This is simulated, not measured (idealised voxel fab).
Process module name: voxel self aligned vias
The figure presents cross-section cut, which has a width of 220 nm and is divided into square cells with an edge length of 5 nm.
Cross-section, as written here: a square-cell grid given band by band from the top down, where a band holds one or more rows of cells. Band: top height; bottom height; in nm. Then, left to right: material with width in nm, for each material. "edge to edge": a single material spanning edge to edge. "empty": empty space. Convention: height 0 is the level below which the wafer, as received, is all one material. The lowest band does not terminate at the bottom but continues downward, represented as "top 0, no bottom". So if you see something like "30->40" for the width, read it as the top row of the band sitting at the first number and the bottom row at the second, with every row in between moving by the same amount as the last. Reading "identical to before" for a step: not a cell of the cross-section changed in it. "Closed internal cavities" specifies each empty space that is not open to the top and that occupies no fewer than 8 cells, using the form width x height at distance, the distance measured from the left edge and all three quantities in nm. If you see something after the settings on a step's line, that's the simulator's own remark about that step. overlay nm: on a step with a mask, how far right of its planned place the mask lay; negative means left.

THE PROCESS STEPS THAT WERE PLANNED ARE LISTED BELOW
1) RECEIVE, material Si
2) CONFORMAL_DEP, material SiO2, thk nm 15
3) CONFORMAL_DEP, material SiCN, thk nm 5
4) DIRECTIONAL_DEP, material lowk, thk nm 30
5) DIRECTIONAL_DEP, material aC, thk nm 15
6) PATTERN, tone open, mask id LINES, material resist, width nm 20, pitch nm 65, thk nm 35, overlay nm 0
7) DIRECTIONAL_ETCH, etch materials aC, depth nm 15
8) STRIP, etch materials resist
9) DIRECTIONAL_ETCH, etch materials lowk, depth nm 30
10) STRIP, etch materials aC
11) CONFORMAL_DEP, material TiN, thk nm 5
12) FILL_DEP, material W, thk nm 5
13) CMP, height nm 50
14) SELECTIVE_ETCH, etch materials W Ru TiN, depth nm 5
15) FILL_DEP, material SiN, thk nm 5
16) CMP, height nm 50
17) DIRECTIONAL_DEP, material lowk, thk nm 15
18) MASKED_ETCH, tone open, mask id VIAS, width nm 40, pitch nm 65, etch materials lowk, depth nm 15, overlay nm 0
19) MASKED_ETCH, tone open, mask id VIAS, width nm 40, pitch nm 65, etch materials SiN, depth nm 5, overlay nm 0
20) CONFORMAL_DEP, material TiN, thk nm 5
21) FILL_DEP, material Cu, thk nm 5
22) CMP, height nm 65
23) CONFORMAL_DEP, material SiN, thk nm 5

CROSS-SECTIONAL VIEW OF THE WAFER IN ITS AS-RECEIVED CONDITION, CORRESPONDING TO THE STATE AFTER STEP 1
top 0, no bottom: Si edge to edge
Closed internal cavities: none

STARTING STRUCTURE AND PROCESS PLAN ARE AS SHOWN ABOVE, BUT ONE MISTAKE WAS MADE IN RUNNING THE MODULE; THE WAFER CROSS-SECTION AT THE END OF THE MODULE FOLLOWS
top 70, bottom 65: SiN edge to edge
top 65, bottom 50: 55 lowk | 5 TiN | 30 Cu | 5 TiN | 25 lowk | 5 TiN | 30 Cu | 5 TiN | 60 lowk
top 50, bottom 45: 55 SiN | 40 TiN | 25 SiN | 40 TiN | 60 SiN
top 45, bottom 20: 65 lowk | 5 TiN | 10 W | 5 TiN | 45 lowk | 5 TiN | 10 W | 5 TiN | 70 lowk
top 20, bottom 15: 65 lowk | 20 TiN | 45 lowk | 20 TiN | 70 lowk
top 15, bottom 0: SiO2 edge to edge
top 0, no bottom: Si edge to edge
Closed internal cavities: none
In executing the process, a mistake was made relative to the plan: step 3 of the plan never got run, it was skipped over
